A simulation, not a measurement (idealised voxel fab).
Process module, titled voxel self aligned contacts
For reference, the cross-section in this document is cut, with width 215 nm and square cells of 5 nm.
Think of the cross-section as a grid of square cells. We describe it in bands, top to bottom, and each band covers one or more rows of those cells. Within each band entry, the heights of the top and of the bottom of the band appear first, in that order and in nm; the materials of the band then follow from left to right, each with its corresponding width in nm. The designation "all across" on a single material indicates that it fills the band from edge to edge; the designation "air" indicates empty space. Counting heights begins at 0, where everything beneath is, in the wafer as received, one material. The lowest band has no bottom; it goes on downwards, as "0 and below" shows. A width such as "30 to 40" changes by the same amount from each row of cells to the next, from the band's top row to its bottom row. Take "stayed the same" at face value: in the step it is given for, the cross-section changed in none of its cells. Basically, "Encapsulated voids" tells you about the enclosed voids: empty spaces with no open way to the top, 8 cells or bigger, each written width x height at distance, where distance is from the left edge, all in nm. Whatever follows a step's settings on its line is a remark the simulator itself makes about that step. The "overlay nm" setting may appear on a step's line; for a step that uses a mask, it gives how far to the right of its planned position the mask lay, and a negative value indicates the left.

PLAN
1. RECEIVE, material Si
2. OXIDIZE, depth nm 5
3. DIRECTIONAL_DEP, material polySi, thk nm 25
4. DIRECTIONAL_DEP, material SiN, thk nm 15
5. PATTERN, tone cover, mask id GATE, material resist, width nm 35, pitch nm 65, thk nm 20, overlay nm 0
6. DIRECTIONAL_ETCH, etch materials SiN, depth nm 15
7. DIRECTIONAL_ETCH, etch materials polySi, depth nm 25
8. STRIP, etch materials resist
9. CONFORMAL_DEP, material SiN, thk nm 5
10. DIRECTIONAL_ETCH, etch materials SiN, depth nm 5
11. FILL_DEP, material SiO2, thk nm 15
12. CMP, height nm 45
13. MASKED_ETCH, tone open, mask id CONTACT, width nm 40, etch materials SiO2, depth nm 50, overlay nm 0
14. CONFORMAL_DEP, material TiN, thk nm 5
15. FILL_DEP, material Ru, thk nm 10
16. CMP, height nm 45
17. CONFORMAL_DEP, material SiCN, thk nm 5

FIRST WAFER, AS PLANNED

THIS IS THE CROSS-SECTION OF THE WAFER AS WE RECEIVED IT, I.E. AFTER STEP 1
	0 and below | Si all across
	Encapsulated voids: none

THE WAFER IN CROSS-SECTION ONCE STEP 2 IS COMPLETE
	0 down to -5 | SiO2 all across
	Below a height of -5, the structure has not been altered.

THE WAFER IN CROSS-SECTION ONCE STEP 3 IS COMPLETE
	25 down to 0 | polySi all across
	Below a height of 0, the structure has not been altered.

THE WAFER IN CROSS-SECTION ONCE STEP 4 IS COMPLETE
	40 down to 25 | SiN all across
	Below a height of 25, the structure has not been altered.

THE WAFER IN CROSS-SECTION ONCE STEP 5 IS COMPLETE
	60 down to 40 | 55 nm air, 35 nm resist, 30 nm air, 35 nm resist, 60 nm air
	Below a height of 40, the structure has not been altered.

THE WAFER IN CROSS-SECTION ONCE STEP 6 IS COMPLETE
	60 down to 40 | 55 nm air, 35 nm resist, 30 nm air, 35 nm resist, 60 nm air
	40 down to 25 | 55 nm air, 35 nm SiN, 30 nm air, 35 nm SiN, 60 nm air
	Below a height of 25, the structure has not been altered.

THE WAFER IN CROSS-SECTION ONCE STEP 7 IS COMPLETE
	60 down to 40 | 55 nm air, 35 nm resist, 30 nm air, 35 nm resist, 60 nm air
	40 down to 25 | 55 nm air, 35 nm SiN, 30 nm air, 35 nm SiN, 60 nm air
	25 down to 0 | 55 nm air, 35 nm polySi, 30 nm air, 35 nm polySi, 60 nm air
	Below a height of 0, the structure has not been altered.

THE WAFER IN CROSS-SECTION ONCE STEP 8 IS COMPLETE
	40 down to 25 | 55 nm air, 35 nm SiN, 30 nm air, 35 nm SiN, 60 nm air
	Below a height of 25, the structure has not been altered.

THE WAFER IN CROSS-SECTION ONCE STEP 9 IS COMPLETE
	45 down to 25 | 50 nm air, 45 nm SiN, 20 nm air, 45 nm SiN, 55 nm air
	25 down to 5 | 50 nm air, 5 nm SiN, 35 nm polySi, 5 nm SiN, 20 nm air, 5 nm SiN, 35 nm polySi, 5 nm SiN, 55 nm air
	5 down to 0 | 55 nm SiN, 35 nm polySi, 30 nm SiN, 35 nm polySi, 60 nm SiN
	Below a height of 0, the structure has not been altered.

THE WAFER IN CROSS-SECTION ONCE STEP 10 IS COMPLETE
	40 down to 25 | 50 nm air, 45 nm SiN, 20 nm air, 45 nm SiN, 55 nm air
	25 down to 0 | 50 nm air, 5 nm SiN, 35 nm polySi, 5 nm SiN, 20 nm air, 5 nm SiN, 35 nm polySi, 5 nm SiN, 55 nm air
	Below a height of 0, the structure has not been altered.

THE WAFER IN CROSS-SECTION ONCE STEP 11 IS COMPLETE
	55 down to 40 | SiO2 all across
	40 down to 25 | 50 nm SiO2, 45 nm SiN, 20 nm SiO2, 45 nm SiN, 55 nm SiO2
	25 down to 0 | 50 nm SiO2, 5 nm SiN, 35 nm polySi, 5 nm SiN, 20 nm SiO2, 5 nm SiN, 35 nm polySi, 5 nm SiN, 55 nm SiO2
	Below a height of 0, the structure has not been altered.

THE WAFER IN CROSS-SECTION ONCE STEP 12 IS COMPLETE
	45 down to 40 | SiO2 all across
	Below a height of 40, the structure has not been altered.

THE WAFER IN CROSS-SECTION ONCE STEP 13 IS COMPLETE
	45 down to 40 | 85 nm SiO2, 40 nm air, 90 nm SiO2
	40 down to 25 | 50 nm SiO2, 45 nm SiN, 20 nm air, 45 nm SiN, 55 nm SiO2
	25 down to 0 | 50 nm SiO2, 5 nm SiN, 35 nm polySi, 5 nm SiN, 20 nm air, 5 nm SiN, 35 nm polySi, 5 nm SiN, 55 nm SiO2
	0 down to -5 | 95 nm SiO2, 20 nm air, 100 nm SiO2
	Below a height of -5, the structure has not been altered.

THE WAFER IN CROSS-SECTION ONCE STEP 14 IS COMPLETE
	50 down to 45 | 90 nm TiN, 30 nm air, 95 nm TiN
	45 down to 40 | 85 nm SiO2, 15 nm TiN, 10 nm air, 15 nm TiN, 90 nm SiO2
	40 down to 25 | 50 nm SiO2, 45 nm SiN, 5 nm TiN, 10 nm air, 5 nm TiN, 45 nm SiN, 55 nm SiO2
	25 down to 0 | 50 nm SiO2, 5 nm SiN, 35 nm polySi, 5 nm SiN, 5 nm TiN, 10 nm air, 5 nm TiN, 5 nm SiN, 35 nm polySi, 5 nm SiN, 55 nm SiO2
	0 down to -5 | 95 nm SiO2, 20 nm TiN, 100 nm SiO2
	Below a height of -5, the structure has not been altered.

THE WAFER IN CROSS-SECTION ONCE STEP 15 IS COMPLETE
	60 down to 50 | Ru all across
	50 down to 45 | 90 nm TiN, 30 nm Ru, 95 nm TiN
	45 down to 40 | 85 nm SiO2, 15 nm TiN, 10 nm Ru, 15 nm TiN, 90 nm SiO2
	40 down to 25 | 50 nm SiO2, 45 nm SiN, 5 nm TiN, 10 nm Ru, 5 nm TiN, 45 nm SiN, 55 nm SiO2
	25 down to 0 | 50 nm SiO2, 5 nm SiN, 35 nm polySi, 5 nm SiN, 5 nm TiN, 10 nm Ru, 5 nm TiN, 5 nm SiN, 35 nm polySi, 5 nm SiN, 55 nm SiO2
	Below a height of 0, the structure has not been altered.

THE WAFER IN CROSS-SECTION ONCE STEP 16 IS COMPLETE
	45 down to 40 | 85 nm SiO2, 15 nm TiN, 10 nm Ru, 15 nm TiN, 90 nm SiO2
	Below a height of 40, the structure has not been altered.

THE WAFER IN CROSS-SECTION ONCE STEP 17 IS COMPLETE
	50 down to 45 | SiCN all across
	Below a height of 45, the structure has not been altered.

SECOND WAFER, SAME STARTING STATE AND PLAN AS THE FIRST, ONE MISTAKE IN THE RUN, IDENTICAL THROUGH STEP 10

CROSS-SECTION OF THE SECOND WAFER WHEN, ACCORDING TO PLAN, STEP 11 SHOULD HAVE FINISHED
	55 down to 40 | polySi all across
	40 down to 25 | 50 nm polySi, 45 nm SiN, 20 nm polySi, 45 nm SiN, 55 nm polySi
	25 down to 0 | 50 nm polySi, 5 nm SiN, 35 nm polySi, 5 nm SiN, 20 nm polySi, 5 nm SiN, 35 nm polySi, 5 nm SiN, 55 nm polySi
	Below a height of 0, the structure has not been altered.

CROSS-SECTION OF THE SECOND WAFER WHEN, ACCORDING TO PLAN, STEP 12 SHOULD HAVE FINISHED
	45 down to 40 | polySi all across
	Below a height of 40, the structure has not been altered.

Cross-section of the second wafer when, according to plan, step 13 should have finished: stayed the same

CROSS-SECTION OF THE SECOND WAFER WHEN, ACCORDING TO PLAN, STEP 14 SHOULD HAVE FINISHED
	50 down to 45 | TiN all across
	Below a height of 45, the structure has not been altered.

CROSS-SECTION OF THE SECOND WAFER WHEN, ACCORDING TO PLAN, STEP 15 SHOULD HAVE FINISHED
	60 down to 50 | Ru all across
	Below a height of 50, the structure has not been altered.

CROSS-SECTION OF THE SECOND WAFER WHEN, ACCORDING TO PLAN, STEP 16 SHOULD HAVE FINISHED
	45 down to 40 | polySi all across
	Below a height of 40, the structure has not been altered.

CROSS-SECTION OF THE SECOND WAFER WHEN, ACCORDING TO PLAN, STEP 17 SHOULD HAVE FINISHED
	50 down to 45 | SiCN all across
	Below a height of 45, the structure has not been altered.
In executing the process, a mistake was made relative to the plan: step 11 deviated from plan and actually ran as FILL_DEP, material polySi, thk nm 15
Final wafer comparison in cells, second versus first, more or fewer per material: Ru: 18 fewer; SiO2: 199 fewer; TiN: 26 fewer; polySi: 243 more
